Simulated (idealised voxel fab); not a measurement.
Title: Process Module voxel self aligned vias
Displayed cross-section: cut, width of 210 nm, square cells sized 5 nm.
Heads up, the way a cross-section reads in here is a grid of square cells, handed over as bands from the top down, with every band being one or more rows of cells. Look at the band entry: it leads with the top's height and the bottom's height in nm. Then it lists the materials left to right, with a width in nm for each. The word "edge to edge" on a single material says that material fills the band edge to edge. The word "blank" is empty space. A quick word on heights: they are counted from 0, and under that level the wafer as it came to us is one material throughout. The lowest band is different from the rest in having no bottom; it simply continues downward, written as in "z 0 and below". Per-row width for "30->40": begins at first number (top row of band), ends at second number (bottom row), increment between rows held constant. "stayed the same" -> step changed no cross-section cell. For the entry "Enclosed void listing", the listed items are empty spaces with no open way to the top whose size is 8 cells or more; each item follows the pattern width x height at distance, where distance is from the left edge and all three are in nm. If you see something after the settings on a step's line, that's the simulator's own remark about that step. A step line may carry the setting "overlay nm", which, for steps involving a mask, states the distance by which the mask lay to the right of its intended position; negative values denote displacement to the left.
## Planned step list for the process
1,RECEIVE [material Si]
2,CONFORMAL_DEP [material SiO2] [thk nm 10]
3,CONFORMAL_DEP [material SiCN] [thk nm 5]
4,DIRECTIONAL_DEP [material SiO2] [thk nm 30]
5,DIRECTIONAL_DEP [material aC] [thk nm 10]
6,PATTERN [tone open] [mask id LINES] [material resist] [width nm 25] [pitch nm 55] [thk nm 25] [overlay nm 0]
7,DIRECTIONAL_ETCH [etch materials aC] [depth nm 10]
8,STRIP [etch materials resist]
9,DIRECTIONAL_ETCH [etch materials SiO2] [depth nm 30]
10,STRIP [etch materials aC]
11,CONFORMAL_DEP [material TiN] [thk nm 5]
12,FILL_DEP [material Ru] [thk nm 5]
13,CMP [height nm 45]
14,SELECTIVE_ETCH [etch materials W Ru TiN] [depth nm 10]
15,FILL_DEP [material SiN] [thk nm 5]
16,CMP [height nm 45]
17,DIRECTIONAL_DEP [material SiO2] [thk nm 15]
18,PATTERN [tone open] [mask id VIAS] [material resist] [width nm 35] [thk nm 15] [overlay nm 0]
19,DIRECTIONAL_ETCH [etch materials SiO2] [depth nm 15]
20,DIRECTIONAL_ETCH [etch materials SiN] [depth nm 10]
21,STRIP [etch materials resist]
22,CONFORMAL_DEP [material TiN] [thk nm 5]
23,FILL_DEP [material W] [thk nm 10]
24,CMP [height nm 60]
25,CONFORMAL_DEP [material SiN] [thk nm 5]
## Shown in cross-section is the wafer as received, that is, as it stands after step 1
- z 0 and below = Si edge to edge
- Enclosed void listing: none
## Wafer cross-section at end of module: start and plan as shown above, one execution error
- z 65 to 60 = SiN edge to edge
- z 60 to 50 = W: 55, TiN: 5, SiO2: 35, TiN: 5, W: 110
- z 50 to 45 = TiN: 60, SiO2: 35, TiN: 30, W: 15, TiN: 70
- z 45 to 40 = SiO2: 65, SiN: 25, SiO2: 30, TiN: 5, W: 15, TiN: 5, SiO2: 65
- z 40 to 35 = SiO2: 65, SiN: 25, SiO2: 30, TiN: 25, SiO2: 65
- z 35 to 20 = SiO2: 65, TiN: 5, Ru: 15, TiN: 5, SiO2: 30, TiN: 5, Ru: 15, TiN: 5, SiO2: 65
- z 20 to 15 = SiO2: 65, TiN: 25, SiO2: 30, TiN: 25, SiO2: 65
- z 15 to 10 = SiCN edge to edge
- z 10 to 0 = SiO2 edge to edge
- z 0 and below = Si edge to edge
- Enclosed void listing: none
Diagnosis: it should be noted that step 18 was executed with settings other than those planned, the operation and settings actually applied being PATTERN [tone cover] [mask id VIAS] [material resist] [width nm 35] [thk nm 15] [overlay nm 0]
